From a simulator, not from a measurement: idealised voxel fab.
Title: Process Module voxel local oxidation
Cross-sectional view cut (width: 250 nm; square cell size: 5 nm).
Reading order for cross-sections: top band down to bottom band. Underlying form: a grid of square cells. Band size: one or more rows of cells.
In this notation a band is specified by the heights of its top and bottom, in that order and in nm, after which its materials appear from left to right, each paired with its width in nm. The word "throughout" attached to a single material means that material fills the band from edge to edge; the word "blank" stands for empty space.
The level at which height equals 0 is the one under which the wafer, as it arrives, is entirely one material. No lower edge exists for the bottom band, which continues downward and is notated as in "from 0 down".
Quick explanation for "30..40": the width changes in equal steps down the rows of cells, from the first number in the band's top row to the second number in its bottom row.
Reading "identical to before" for a step: not a cell of the cross-section changed in it.
The entry "Internal closed voids" lists the empty spaces that cover at least 8 cells and have no open path to the top. Each is written as width x height at distance, where the distance is measured from the left edge and all three values are in nm.
Step line, after settings: the simulator's comment on this step.
overlay nm: mask offset rightward from planned place, masked step; negative means leftward offset.

## plan
1) RECEIVE [material Si]
2) CONFORMAL_DEP [material SiO2] [thk nm 5]
3) CONFORMAL_DEP [material SiN] [thk nm 15]
4) DIRECTIONAL_DEP [material aC] [thk nm 15]
5) PATTERN [tone cover] [mask id ACTIVE] [material resist] [width nm 125] [thk nm 35] [overlay nm 0]
6) DIRECTIONAL_ETCH [etch materials aC] [depth nm 15]
7) STRIP [etch materials resist]
8) DIRECTIONAL_ETCH [etch materials SiN] [depth nm 15]
9) STRIP [etch materials aC]
10) SELECTIVE_ETCH [etch materials SiO2] [depth nm 5]
11) OXIDIZE [depth nm 15]
12) STRIP [etch materials SiN]

## Cross-sectional view of the wafer in its as-received condition, corresponding to the state after step 1
- from 0 down = Si throughout
- Internal closed voids: none

## Figure: cross-sectional view of the wafer upon completion of the module, processed from the initial state and according to the plan depicted above, with one error introduced during execution
- from 5 to 0 = 65 nm blank / 115 nm SiO2 / 70 nm blank
- from 0 to -25 = 90 nm SiO2 / 65 nm Si / 95 nm SiO2
- from -25 down = Si throughout
- Internal closed voids: none
Which mistake was made when the wafer was run? step 11, actual vs plan mismatch, actual run OXIDIZE [depth nm 25]
